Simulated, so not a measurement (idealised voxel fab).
The name of this process module is voxel quadruple lines.
This is section cut - it's 300 nm across, gridded in 5 nm square cells.
Reading order for cross-sections: top band down to bottom band. Underlying form: a grid of square cells. Band size: one or more rows of cells.
Heads up on the band format: heights come first, top then bottom, in nm. After that it's the materials left to right, each with its width in nm. A single material flagged "everywhere" fills the whole band edge to edge, and "blank" means there's empty space there.
Convention: height 0 is the level below which the wafer, as received, is all one material. The lowest band does not terminate at the bottom but continues downward, represented as "0 nm and below".
When a width is written as two numbers, as in "30 to 40", the first number is the width in the top row of cells of the band and the second is the width in its bottom row, and the width changes by the same amount from each row to the next.
Where the words "no modifications" appear for a step, the cross-section shows no cell changed by that step; every cell remained as before.
Heads up: "Trapped cavities" only lists the empty pockets with no open path to the top that are 8 cells or more, and it writes them as width x height at distance, distance from the left edge, in nm.
On each step's line, the part that comes after the settings is the simulator's own comment on the step.
For masked steps, "overlay nm" on the step line gives how far right of plan the mask actually lay; a minus sign means it lay to the left.
So here's the lineup of process steps we planned
- 1: op RECEIVE | material Si
- 2: op CONFORMAL_DEP | material Al2O3 | thk nm 10
- 3: op DIRECTIONAL_DEP | material W | thk nm 10
- 4: op DIRECTIONAL_DEP | material polySi | thk nm 20
- 5: op DIRECTIONAL_DEP | material aC | thk nm 25
- 6: op PATTERN | tone cover | mask id MANDREL | material resist | width nm 25 | pitch nm 80 | thk nm 35 | overlay nm 0
- 7: op DIRECTIONAL_ETCH | etch materials aC | depth nm 25
- 8: op STRIP | etch materials resist
- 9: op CONFORMAL_DEP | material SiO2 | thk nm 15
- 10: op DIRECTIONAL_ETCH | etch materials SiO2 | depth nm 15
- 11: op STRIP | etch materials aC
- 12: op DIRECTIONAL_ETCH | etch materials polySi | depth nm 20
- 13: op STRIP | etch materials SiO2
- 14: op CONFORMAL_DEP | material SiN | thk nm 5
- 15: op DIRECTIONAL_ETCH | etch materials SiN | depth nm 5
- 16: op STRIP | etch materials polySi
- 17: op DIRECTIONAL_ETCH | etch materials W | depth nm 10
- 18: op STRIP | etch materials SiN
- 19: op FILL_DEP | material lowk | thk nm 10
- 20: op CMP | height nm 20
Concerning the first of two wafers, which was run in accordance with the plan
As-received state of the wafer in cross-section, equivalent to post-step 1
* 0 nm and below  Si everywhere
* Trapped cavities: none
After step 2: wafer cross-section
* 10 nm to 0 nm  Al2O3 everywhere
* Below 0, no change.
After step 3: wafer cross-section
* 20 nm to 10 nm  W everywhere
* Below 10, no change.
After step 4: wafer cross-section
* 40 nm to 20 nm  polySi everywhere
* Below 20, no change.
After step 5: wafer cross-section
* 65 nm to 40 nm  aC everywhere
* Below 40, no change.
After step 6: wafer cross-section
* 100 nm to 65 nm  95 blank, then 25 resist, then 55 blank, then 25 resist, then 100 blank
* Below 65, no change.
After step 7: wafer cross-section
* 75 nm to 65 nm  95 blank, then 25 resist, then 55 blank, then 25 resist, then 100 blank
* 65 nm to 40 nm  95 blank, then 25 aC, then 55 blank, then 25 aC, then 100 blank
* Below 40, no change.
After step 8: wafer cross-section
* 65 nm to 40 nm  95 blank, then 25 aC, then 55 blank, then 25 aC, then 100 blank
* Below 40, no change.
After step 9: wafer cross-section
* 80 nm to 65 nm  80 blank, then 55 SiO2, then 25 blank, then 55 SiO2, then 85 blank
* 65 nm to 55 nm  80 blank, then 15 SiO2, then 25 aC, then 15 SiO2, then 25 blank, then 15 SiO2, then 25 aC, then 15 SiO2, then 85 blank
* 55 nm to 40 nm  95 SiO2, then 25 aC, then 55 SiO2, then 25 aC, then 100 SiO2
* Below 40, no change.
After step 10: wafer cross-section
* 65 nm to 40 nm  80 blank, then 15 SiO2, then 25 aC, then 15 SiO2, then 25 blank, then 15 SiO2, then 25 aC, then 15 SiO2, then 85 blank
* Below 40, no change.
After step 11: wafer cross-section
* 65 nm to 40 nm  80 blank, then 15 SiO2, then 25 blank, then 15 SiO2, then 25 blank, then 15 SiO2, then 25 blank, then 15 SiO2, then 85 blank
* Below 40, no change.
After step 12: wafer cross-section
* 65 nm to 40 nm  80 blank, then 15 SiO2, then 25 blank, then 15 SiO2, then 25 blank, then 15 SiO2, then 25 blank, then 15 SiO2, then 85 blank
* 40 nm to 20 nm  80 blank, then 15 polySi, then 25 blank, then 15 polySi, then 25 blank, then 15 polySi, then 25 blank, then 15 polySi, then 85 blank
* Below 20, no change.
After step 13: wafer cross-section
* 40 nm to 20 nm  80 blank, then 15 polySi, then 25 blank, then 15 polySi, then 25 blank, then 15 polySi, then 25 blank, then 15 polySi, then 85 blank
* Below 20, no change.
After step 14: wafer cross-section
* 45 nm to 40 nm  75 blank, then 25 SiN, then 15 blank, then 25 SiN, then 15 blank, then 25 SiN, then 15 blank, then 25 SiN, then 80 blank
* 40 nm to 25 nm  75 blank, then 5 SiN, then 15 polySi, then 5 SiN, then 15 blank, then 5 SiN, then 15 polySi, then 5 SiN, then 15 blank, then 5 SiN, then 15 polySi, then 5 SiN, then 15 blank, then 5 SiN, then 15 polySi, then 5 SiN, then 80 blank
* 25 nm to 20 nm  80 SiN, then 15 polySi, then 25 SiN, then 15 polySi, then 25 SiN, then 15 polySi, then 25 SiN, then 15 polySi, then 85 SiN
* Below 20, no change.
After step 15: wafer cross-section
* 40 nm to 20 nm  75 blank, then 5 SiN, then 15 polySi, then 5 SiN, then 15 blank, then 5 SiN, then 15 polySi, then 5 SiN, then 15 blank, then 5 SiN, then 15 polySi, then 5 SiN, then 15 blank, then 5 SiN, then 15 polySi, then 5 SiN, then 80 blank
* Below 20, no change.
After step 16: wafer cross-section
* 40 nm to 20 nm  75 blank, then 5 SiN, then 15 blank, then 5 SiN, then 15 blank, then 5 SiN, then 15 blank, then 5 SiN, then 15 blank, then 5 SiN, then 15 blank, then 5 SiN, then 15 blank, then 5 SiN, then 15 blank, then 5 SiN, then 80 blank
* Below 20, no change.
After step 17: wafer cross-section
* 40 nm to 20 nm  75 blank, then 5 SiN, then 15 blank, then 5 SiN, then 15 blank, then 5 SiN, then 15 blank, then 5 SiN, then 15 blank, then 5 SiN, then 15 blank, then 5 SiN, then 15 blank, then 5 SiN, then 15 blank, then 5 SiN, then 80 blank
* 20 nm to 10 nm  75 blank, then 5 W, then 15 blank, then 5 W, then 15 blank, then 5 W, then 15 blank, then 5 W, then 15 blank, then 5 W, then 15 blank, then 5 W, then 15 blank, then 5 W, then 15 blank, then 5 W, then 80 blank
* Below 10, no change.
After step 18: wafer cross-section
* 20 nm to 10 nm  75 blank, then 5 W, then 15 blank, then 5 W, then 15 blank, then 5 W, then 15 blank, then 5 W, then 15 blank, then 5 W, then 15 blank, then 5 W, then 15 blank, then 5 W, then 15 blank, then 5 W, then 80 blank
* Below 10, no change.
After step 19: wafer cross-section
* 30 nm to 20 nm  lowk everywhere
* 20 nm to 10 nm  75 lowk, then 5 W, then 15 lowk, then 5 W, then 15 lowk, then 5 W, then 15 lowk, then 5 W, then 15 lowk, then 5 W, then 15 lowk, then 5 W, then 15 lowk, then 5 W, then 15 lowk, then 5 W, then 80 lowk
* Below 10, no change.
After step 20: wafer cross-section
* 20 nm to 10 nm  75 lowk, then 5 W, then 15 lowk, then 5 W, then 15 lowk, then 5 W, then 15 lowk, then 5 W, then 15 lowk, then 5 W, then 15 lowk, then 5 W, then 15 lowk, then 5 W, then 15 lowk, then 5 W, then 80 lowk
* Below 10, no change.
Wafer two: like wafer one in start and plan, but with one mistake in execution; identical up to and including step 9
Cross-section: second wafer, time at which step 10 was scheduled to end
* 65 nm to 50 nm  95 blank, then 25 aC, then 55 blank, then 25 aC, then 100 blank
* 50 nm to 40 nm  80 blank, then 15 SiO2, then 25 aC, then 15 SiO2, then 25 blank, then 15 SiO2, then 25 aC, then 15 SiO2, then 85 blank
* Below 40, no change.
Cross-section: second wafer, time at which step 11 was scheduled to end
* 50 nm to 40 nm  80 blank, then 15 SiO2, then 25 blank, then 15 SiO2, then 25 blank, then 15 SiO2, then 25 blank, then 15 SiO2, then 85 blank
* Below 40, no change.
Cross-section: second wafer, time at which step 12 was scheduled to end
* 50 nm to 40 nm  80 blank, then 15 SiO2, then 25 blank, then 15 SiO2, then 25 blank, then 15 SiO2, then 25 blank, then 15 SiO2, then 85 blank
* 40 nm to 20 nm  80 blank, then 15 polySi, then 25 blank, then 15 polySi, then 25 blank, then 15 polySi, then 25 blank, then 15 polySi, then 85 blank
* Below 20, no change.
Cross-section: second wafer, time at which step 13 was scheduled to end
* 40 nm to 20 nm  80 blank, then 15 polySi, then 25 blank, then 15 polySi, then 25 blank, then 15 polySi, then 25 blank, then 15 polySi, then 85 blank
* Below 20, no change.
Cross-section: second wafer, time at which step 14 was scheduled to end
* 45 nm to 40 nm  75 blank, then 25 SiN, then 15 blank, then 25 SiN, then 15 blank, then 25 SiN, then 15 blank, then 25 SiN, then 80 blank
* 40 nm to 25 nm  75 blank, then 5 SiN, then 15 polySi, then 5 SiN, then 15 blank, then 5 SiN, then 15 polySi, then 5 SiN, then 15 blank, then 5 SiN, then 15 polySi, then 5 SiN, then 15 blank, then 5 SiN, then 15 polySi, then 5 SiN, then 80 blank
* 25 nm to 20 nm  80 SiN, then 15 polySi, then 25 SiN, then 15 polySi, then 25 SiN, then 15 polySi, then 25 SiN, then 15 polySi, then 85 SiN
* Below 20, no change.
Cross-section: second wafer, time at which step 15 was scheduled to end
* 40 nm to 20 nm  75 blank, then 5 SiN, then 15 polySi, then 5 SiN, then 15 blank, then 5 SiN, then 15 polySi, then 5 SiN, then 15 blank, then 5 SiN, then 15 polySi, then 5 SiN, then 15 blank, then 5 SiN, then 15 polySi, then 5 SiN, then 80 blank
* Below 20, no change.
Cross-section: second wafer, time at which step 16 was scheduled to end
* 40 nm to 20 nm  75 blank, then 5 SiN, then 15 blank, then 5 SiN, then 15 blank, then 5 SiN, then 15 blank, then 5 SiN, then 15 blank, then 5 SiN, then 15 blank, then 5 SiN, then 15 blank, then 5 SiN, then 15 blank, then 5 SiN, then 80 blank
* Below 20, no change.
Cross-section: second wafer, time at which step 17 was scheduled to end
* 40 nm to 20 nm  75 blank, then 5 SiN, then 15 blank, then 5 SiN, then 15 blank, then 5 SiN, then 15 blank, then 5 SiN, then 15 blank, then 5 SiN, then 15 blank, then 5 SiN, then 15 blank, then 5 SiN, then 15 blank, then 5 SiN, then 80 blank
* 20 nm to 10 nm  75 blank, then 5 W, then 15 blank, then 5 W, then 15 blank, then 5 W, then 15 blank, then 5 W, then 15 blank, then 5 W, then 15 blank, then 5 W, then 15 blank, then 5 W, then 15 blank, then 5 W, then 80 blank
* Below 10, no change.
Cross-section: second wafer, time at which step 18 was scheduled to end
* 20 nm to 10 nm  75 blank, then 5 W, then 15 blank, then 5 W, then 15 blank, then 5 W, then 15 blank, then 5 W, then 15 blank, then 5 W, then 15 blank, then 5 W, then 15 blank, then 5 W, then 15 blank, then 5 W, then 80 blank
* Below 10, no change.
Cross-section: second wafer, time at which step 19 was scheduled to end
* 30 nm to 20 nm  lowk everywhere
* 20 nm to 10 nm  75 lowk, then 5 W, then 15 lowk, then 5 W, then 15 lowk, then 5 W, then 15 lowk, then 5 W, then 15 lowk, then 5 W, then 15 lowk, then 5 W, then 15 lowk, then 5 W, then 15 lowk, then 5 W, then 80 lowk
* Below 10, no change.
Cross-section: second wafer, time at which step 20 was scheduled to end
* 20 nm to 10 nm  75 lowk, then 5 W, then 15 lowk, then 5 W, then 15 lowk, then 5 W, then 15 lowk, then 5 W, then 15 lowk, then 5 W, then 15 lowk, then 5 W, then 15 lowk, then 5 W, then 15 lowk, then 5 W, then 80 lowk
* Below 10, no change.
Deviation noted in wafer processing: step 10 of the plan was carried out twice
At process end the two wafers are indistinguishable in cross-section, so the error does not change what this model computes.
